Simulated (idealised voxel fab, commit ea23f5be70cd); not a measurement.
Title: Process Module voxel plated lines
Xsec cut, 270 nm wide, square cell size 5 nm.
The cross-sections in this document take the form of a grid made of square cells. They are written out as bands, in order from top to bottom. Each band consists of one or more rows of cells.
Top height, bottom height, nm. Materials left to right, width each, nm. Single material + "edge to edge" = fills band edge to edge. "air" = empty.
Note: height 0 marks the level under which the wafer is uniformly one material as received. Lowest band unbounded below, written "0 and below".
Width: "30 to 40" (first number = top row, second number = bottom row, same change from row to row of cells).
A step reported as "nothing changed" is a step in which no cell of the cross-section changed.
The entry "Sealed cavities" lists the empty spaces that cover at least 8 cells and have no open path to the top. Each is written as width x height at distance, where the distance is measured from the left edge and all three values are in nm.
Read whatever lies past the settings on a step's line as the simulator's own remark about the step.
The setting "overlay nm" may be written on the line of a step. When the step uses a mask, the value reports how far to the right of the planned place the mask lay, and a negative value reports that it lay to the left.
# plan
1) RECEIVE | material Si
2) CONFORMAL_DEP | material Al2O3 | thk nm 15
3) DIRECTIONAL_DEP | material TiN | thk nm 5
4) PATTERN | tone open | mask id LINES | material resist | width nm 15 | pitch nm 35 | thk nm 30 | overlay nm 0
5) EPI | material Ru | thk nm 10
6) EPI | material Ru | thk nm 5
7) STRIP | etch materials resist
8) DIRECTIONAL_ETCH | etch materials TiN | depth nm 5
9) CONFORMAL_DEP | material SiO2 | thk nm 5
# Wafer as received: cross-section following step 1
* 0 and below  Si edge to edge
* Sealed cavities: none
# End-of-module cross-section. Starting structure and process plan as above; one mistake made in running it
* 40 down to 35  110 air  25 SiO2  10 air  25 SiO2  100 air
* 35 down to 20  110 air  5 SiO2  15 Ru  5 SiO2  10 air  5 SiO2  15 Ru  5 SiO2  100 air
* 20 down to 15  115 SiO2  15 TiN  20 SiO2  15 TiN  105 SiO2
* 15 down to 0  Al2O3 edge to edge
* 0 and below  Si edge to edge
* Sealed cavities: none
It is concluded that the wafer was processed incorrectly with respect to the plan, in that step 4 ran with different settings than intended, the actual operation and settings being PATTERN | tone open | mask id LINES | material resist | width nm 15 | pitch nm 35 | thk nm 30 | overlay nm 5
